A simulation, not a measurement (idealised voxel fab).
The process module that follows is named voxel self aligned contacts.
Each square cell in cross-section cut measures 5 nm, and the section as a whole is 230 nm wide.
If you're reading a cross-section in this doc, picture square cells in a grid; it comes to you as bands, top ones listed first down to the bottom, and a band can be one or more rows of cells. Within each band entry, the heights of the top and of the bottom of the band appear first, in that order and in nm; the materials of the band then follow from left to right, each with its corresponding width in nm. The designation "all across" on a single material indicates that it fills the band from edge to edge; the designation "empty" indicates empty space. Heads up on the height convention: 0 is the point under which the incoming wafer is all one material, and the lowest band has no bottom, it just keeps going down, like "0 and below". Note: "30->40" means the width goes from the first number (top row of the band) to the second number (bottom row) in equal steps per row of cells. Any step labelled "identical to before" changed none of the cells in the cross-section. The list in "Internal closed voids" covers empty spaces of 8 cells or more that cannot reach the top through any open way, and it gives each as width x height at distance; the distance is from the left edge, and width, height and distance are in nm. On each step's line, the part that comes after the settings is the simulator's own comment on the step. overlay nm, on a step with a mask: how far to the right of its planned place the mask lay; to the left if negative.
List of planned process steps
1,RECEIVE | material Si
2,OXIDIZE | depth nm 5
3,DIRECTIONAL_DEP | material polySi | thk nm 30
4,DIRECTIONAL_DEP | material SiN | thk nm 25
5,MASKED_ETCH | tone cover | mask id GATE | width nm 35 | pitch nm 80 | etch materials SiN | depth nm 25 | overlay nm 0
6,MASKED_ETCH | tone cover | mask id GATE | width nm 35 | pitch nm 80 | etch materials polySi | depth nm 30 | overlay nm 0
7,CONFORMAL_DEP | material SiN | thk nm 10
8,DIRECTIONAL_ETCH | etch materials SiN | depth nm 10
9,FILL_DEP | material SiO2 | thk nm 15
10,CMP | height nm 65
11,PATTERN | tone open | mask id CONTACT | material resist | width nm 65 | pitch nm 80 | thk nm 15 | overlay nm 0
12,DIRECTIONAL_ETCH | etch materials SiO2 | depth nm 70
13,STRIP | etch materials resist
14,CONFORMAL_DEP | material TiN | thk nm 5
15,FILL_DEP | material Ru | thk nm 5
16,CMP | height nm 65
17,CONFORMAL_DEP | material SiCN | thk nm 5
As received (post step 1): cross-section
	0 and below | Si all across
	Internal closed voids: none
Starting wafer: above. Plan: above. Run: one mistake. Cross-section after the module: below
	70 down to 65 | SiCN all across
	65 down to 60 | 5 nm SiO2, then 55 nm SiN, then 5 nm TiN, then 15 nm Ru, then 5 nm TiN, then 55 nm SiN, then 5 nm TiN, then 15 nm Ru, then 5 nm TiN, then 55 nm SiN, then 10 nm SiO2
	60 down to 35 | 5 nm SiO2, then 10 nm SiN, then 35 nm polySi, then 10 nm SiN, then 5 nm TiN, then 15 nm Ru, then 5 nm TiN, then 10 nm SiN, then 35 nm polySi, then 10 nm SiN, then 5 nm TiN, then 15 nm Ru, then 5 nm TiN, then 10 nm SiN, then 35 nm polySi, then 10 nm SiN, then 10 nm SiO2
	35 down to 30 | 5 nm SiO2, then 10 nm SiN, then 35 nm polySi, then 10 nm SiN, then 25 nm TiN, then 10 nm SiN, then 35 nm polySi, then 10 nm SiN, then 25 nm TiN, then 10 nm SiN, then 35 nm polySi, then 10 nm SiN, then 10 nm SiO2
	30 down to 0 | polySi all across
	0 down to -5 | SiO2 all across
	-5 and below | Si all across
	Internal closed voids: none
Diagnosis: step 3 from the plan got run twice
